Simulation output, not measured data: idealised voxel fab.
Process module under the name voxel trench capacitor
Xsec cut, 195 nm wide, square cell size 5 nm.
A cross-section in this document is a grid of square cells, and it is written down as bands, the top band listed before the ones below it; a band is made up of one or more rows of cells. In this notation a band is specified by the heights of its top and bottom, in that order and in nm, after which its materials appear from left to right, each paired with its width in nm. The word "everywhere" attached to a single material means that material fills the band from edge to edge; the word "air" stands for empty space. Below 0: as-received wafer, all one material; heights counted from there. Lowest band: no bottom, goes on down, written "z 0 and below". When a width is written as two numbers, as in "30->40", the first number is the width in the top row of cells of the band and the second is the width in its bottom row, and the width changes by the same amount from each row to the next. "nothing different" means the step left every cell of the cross-section as it was. In the "Closed void table" entry, you get each enclosed empty space of 8 cells or more, one with no open way to the top, written width x height at distance, distance from the left edge, in nm. Text after the settings on a step's line: the simulator's own remark on that step. overlay nm: right-of-plan distance of the mask on a masked step; negative values mean left-of-plan.
The following list gives the planned process steps:
1) RECEIVE [material Si]
2) CONFORMAL_DEP [material SiN] [thk nm 5]
3) DIRECTIONAL_DEP [material aC] [thk nm 15]
4) PATTERN [tone open] [mask id TRENCH] [material resist] [width nm 25] [pitch nm 55] [thk nm 35] [overlay nm -15]
5) DIRECTIONAL_ETCH [etch materials aC] [depth nm 15]
6) STRIP [etch materials resist]
7) DIRECTIONAL_ETCH [etch materials SiN] [depth nm 5]
8) DIRECTIONAL_ETCH [etch materials Si] [depth nm 35]
9) STRIP [etch materials aC]
10) CONFORMAL_DEP [material SiO2] [thk nm 5]
11) FILL_DEP [material polySi] [thk nm 10]
12) CMP [height nm 5]
Across this set of wafers, the varied parameter is the overlay nm of step 4. Starting conditions are identical for every wafer, and the plan reports the value assigned to the first wafer.
So this is the first of several wafers, cross-sectioned as it came to us, meaning it's at the end of step 1:
    z 0 and below = Si everywhere
    Closed void table: none
Table: wafers, a row each; end-of-module cell change per material since receipt, gain (+), loss (-); then closed voids:
overlay nm -15; -105 Si; +24 SiN; +57 SiO2; +63 polySi; Closed void table: none
overlay nm -10; -105 Si; +24 SiN; +57 SiO2; +63 polySi; Closed void table: none
overlay nm -5; -105 Si; +24 SiN; +57 SiO2; +63 polySi; Closed void table: none
overlay nm 0; -105 Si; +24 SiN; +57 SiO2; +63 polySi; Closed void table: none
overlay nm 5; -105 Si; +24 SiN; +57 SiO2; +63 polySi; Closed void table: none
overlay nm 10; -105 Si; +24 SiN; +57 SiO2; +63 polySi; Closed void table: none
overlay nm 15; -105 Si; +24 SiN; +57 SiO2; +63 polySi; Closed void table: none
